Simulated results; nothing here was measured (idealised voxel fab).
The process module presented herein is designated voxel air gaps.
Xsec cut, 175 nm wide, square cell size 5 nm.
Think of the cross-section as a grid of square cells. We describe it in bands, top to bottom, and each band covers one or more rows of those cells. Heights first: top, then bottom, in nm. Then materials, left to right, each with a width in nm. "full width" on a single material: fills the band edge to edge. "air": empty space. The reference from which all heights are counted is 0, the level beneath which the as-received wafer is entirely one material; the lowest band, having no lower bound, proceeds downward and is written after the example "top 0, no bottom". Note: "30 to 40" means the width goes from the first number (top row of the band) to the second number (bottom row) in equal steps per row of cells. Reading "identical to before" for a step: not a cell of the cross-section changed in it. Listed in "Fully closed voids": every empty space of 8 or more cells without an open way to the top. Form: width x height at distance, the distance being from the left edge, all in nm. Step line, after settings: the simulator's comment on this step. Steps that use a mask can have "overlay nm" on their line. It says how far the mask sat to the right of where it was meant to be. Negative means to the left.

[Steps in the process plan]
1) RECEIVE with material Si
2) CONFORMAL_DEP with material SiO2, thk nm 15
3) CONFORMAL_DEP with material SiN, thk nm 5
4) DIRECTIONAL_DEP with material SiO2, thk nm 30
5) MASKED_ETCH with tone open, mask id LINES, width nm 15, pitch nm 40, etch materials SiO2, depth nm 30, overlay nm -5
6) CONFORMAL_DEP with material TiN, thk nm 5
7) FILL_DEP with material W, thk nm 10
8) CMP with height nm 50
9) EPI with material Ru, thk nm 10
10) SELECTIVE_ETCH with etch materials SiO2, depth nm 40
11) CONFORMAL_DEP with material SiN, thk nm 5
The wafers in this document start out alike and differ in the overlay nm applied at step 5; the plan shows the value used for the first wafer.

[As-received cross-section, first of several wafers, post step 1]
  top 0, no bottom: Si full width
  Fully closed voids: none

[After the module's final step, step 11: the first of several wafers in cross-section]
  top 65, bottom 60: SiN: 165, then air: 10
  top 60, bottom 50: SiN: 5, then Ru: 35, then SiN: 5, then Ru: 35, then SiN: 5, then Ru: 35, then SiN: 5, then Ru: 35, then SiN: 5, then air: 10
  top 50, bottom 45: SiN: 15, then TiN: 5, then W: 5, then TiN: 5, then SiN: 25, then TiN: 5, then W: 5, then TiN: 5, then SiN: 25, then TiN: 5, then W: 5, then TiN: 5, then SiN: 25, then TiN: 5, then W: 5, then TiN: 5, then SiN: 15, then air: 10
  top 45, bottom 25: air: 10, then SiN: 5, then TiN: 5, then W: 5, then TiN: 5, then SiN: 5, then air: 15, then SiN: 5, then TiN: 5, then W: 5, then TiN: 5, then SiN: 5, then air: 15, then SiN: 5, then TiN: 5, then W: 5, then TiN: 5, then SiN: 5, then air: 15, then SiN: 5, then TiN: 5, then W: 5, then TiN: 5, then SiN: 5, then air: 20
  top 25, bottom 20: SiN: 15, then TiN: 15, then SiN: 25, then TiN: 15, then SiN: 25, then TiN: 15, then SiN: 25, then TiN: 15, then SiN: 25
  top 20, bottom 15: SiN full width
  top 15, bottom 0: SiO2 full width
  top 0, no bottom: Si full width
  Fully closed voids: 10 x 20 at 0; 15 x 20 at 35; 15 x 20 at 75; 15 x 20 at 115

[Cross-section of the last wafer at end of module]
  top 65, bottom 60: air: 10, then SiN: 165
  top 60, bottom 50: air: 10, then SiN: 5, then Ru: 35, then SiN: 5, then Ru: 35, then SiN: 5, then Ru: 35, then SiN: 5, then Ru: 35, then SiN: 5
  top 50, bottom 45: air: 10, then SiN: 15, then TiN: 5, then W: 5, then TiN: 5, then SiN: 25, then TiN: 5, then W: 5, then TiN: 5, then SiN: 25, then TiN: 5, then W: 5, then TiN: 5, then SiN: 25, then TiN: 5, then W: 5, then TiN: 5, then SiN: 15
  top 45, bottom 25: air: 20, then SiN: 5, then TiN: 5, then W: 5, then TiN: 5, then SiN: 5, then air: 15, then SiN: 5, then TiN: 5, then W: 5, then TiN: 5, then SiN: 5, then air: 15, then SiN: 5, then TiN: 5, then W: 5, then TiN: 5, then SiN: 5, then air: 15, then SiN: 5, then TiN: 5, then W: 5, then TiN: 5, then SiN: 5, then air: 10
  top 25, bottom 20: SiN: 25, then TiN: 15, then SiN: 25, then TiN: 15, then SiN: 25, then TiN: 15, then SiN: 25, then TiN: 15, then SiN: 15
  top 20, bottom 15: SiN full width
  top 15, bottom 0: SiO2 full width
  top 0, no bottom: Si full width
  Fully closed voids: 15 x 20 at 45; 15 x 20 at 85; 15 x 20 at 125; 10 x 20 at 165

[wafer rows; end of module; cells per material since receipt: (+) gained, (-) lost; then closed voids]
overlay nm -5; +56 Ru; +154 SiN; +105 SiO2; +52 TiN; +20 W; Fully closed voids: 10 x 20 at 0; 15 x 20 at 35; 15 x 20 at 75; 15 x 20 at 115
overlay nm 0; +56 Ru; +154 SiN; +105 SiO2; +52 TiN; +20 W; Fully closed voids: 15 x 20 at 40; 15 x 20 at 80; 15 x 20 at 120
overlay nm 5; +56 Ru; +154 SiN; +105 SiO2; +52 TiN; +20 W; Fully closed voids: 15 x 20 at 45; 15 x 20 at 85; 15 x 20 at 125; 10 x 20 at 165
